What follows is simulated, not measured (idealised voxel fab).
Process module, titled voxel released beams
280 nm wide, 5 nm square cells: that's cross-section cut.
Notation: cross-section as square-cell grid; stated in bands, top first, going down; one or more cell rows per band. Read a band's entry like this: the first values are the height of its top and the height of its bottom in nm, and what follows is the sequence of materials from left to right, each with its width in nm. Note that "empty" is empty space, and that a single material marked "full width" reaches across the band from edge to edge. Heights from 0 (as-received wafer is one material below). Bottom band endless downward, as "0 and below". Quick explanation for "30..40": the width changes in equal steps down the rows of cells, from the first number in the band's top row to the second number in its bottom row. What does "all unchanged" mean for a step? It means no cell of the cross-section changed in that step. "Closed void list" - sealed voids, min. 8 cells, no opening to top; format: width x height at distance (distance from left edge; nm throughout). Read whatever lies past the settings on a step's line as the simulator's own remark about the step. A step's line can hold "overlay nm"; with a mask on that step, the setting says how far right of the planned place the mask lay, while a negative setting says it lay to the left.
## The process steps that were planned are listed below
| 1 | RECEIVE [material Si] |
| 2 | CONFORMAL_DEP [material Al2O3] [thk nm 10] |
| 3 | DIRECTIONAL_DEP [material SiO2] [thk nm 15] |
| 4 | MASKED_ETCH [tone open] [mask id ANCHOR] [width nm 25] [etch materials SiO2] [depth nm 15] [overlay nm 0] |
| 5 | CONFORMAL_DEP [material W] [thk nm 10] |
| 6 | DIRECTIONAL_DEP [material aC] [thk nm 15] |
| 7 | PATTERN [tone cover] [mask id BEAM] [material resist] [width nm 105] [thk nm 35] [overlay nm 0] |
| 8 | DIRECTIONAL_ETCH [etch materials aC] [depth nm 15] |
| 9 | STRIP [etch materials resist] |
| 10 | DIRECTIONAL_ETCH [etch materials W] [depth nm 10] |
| 11 | STRIP [etch materials aC] |
| 12 | STRIP [etch materials SiO2] |
## As-received state of the wafer in cross-section, equivalent to post-step 1
0 and below  Si full width
Closed void list: none
## first wafer at the end, as planned
35 down to 25  85 of empty / 15 of W / 5 of empty / 85 of W / 90 of empty
25 down to 20  90 of empty / 10 of W / 5 of empty / 10 of W / 165 of empty
20 down to 10  90 of empty / 25 of W / 165 of empty
10 down to 0  Al2O3 full width
0 and below  Si full width
Closed void list: none
## Cross-section, second wafer: same start as the first, same plan as the first, one mistake in running it; taken at the end of the module
25 down to 15  85 of empty / 15 of W / 5 of empty / 85 of W / 90 of empty
15 down to 10  90 of empty / 10 of W / 5 of empty / 10 of W / 165 of empty
10 down to 0  90 of empty / 25 of W / 165 of empty
0 and below  Si full width
Closed void list: none
Where did the run depart from the plan? plan step 2 skipped
The final cell counts differ between the wafers, with the second having more or fewer of some materials than the first: 112 fewer of Al2O3
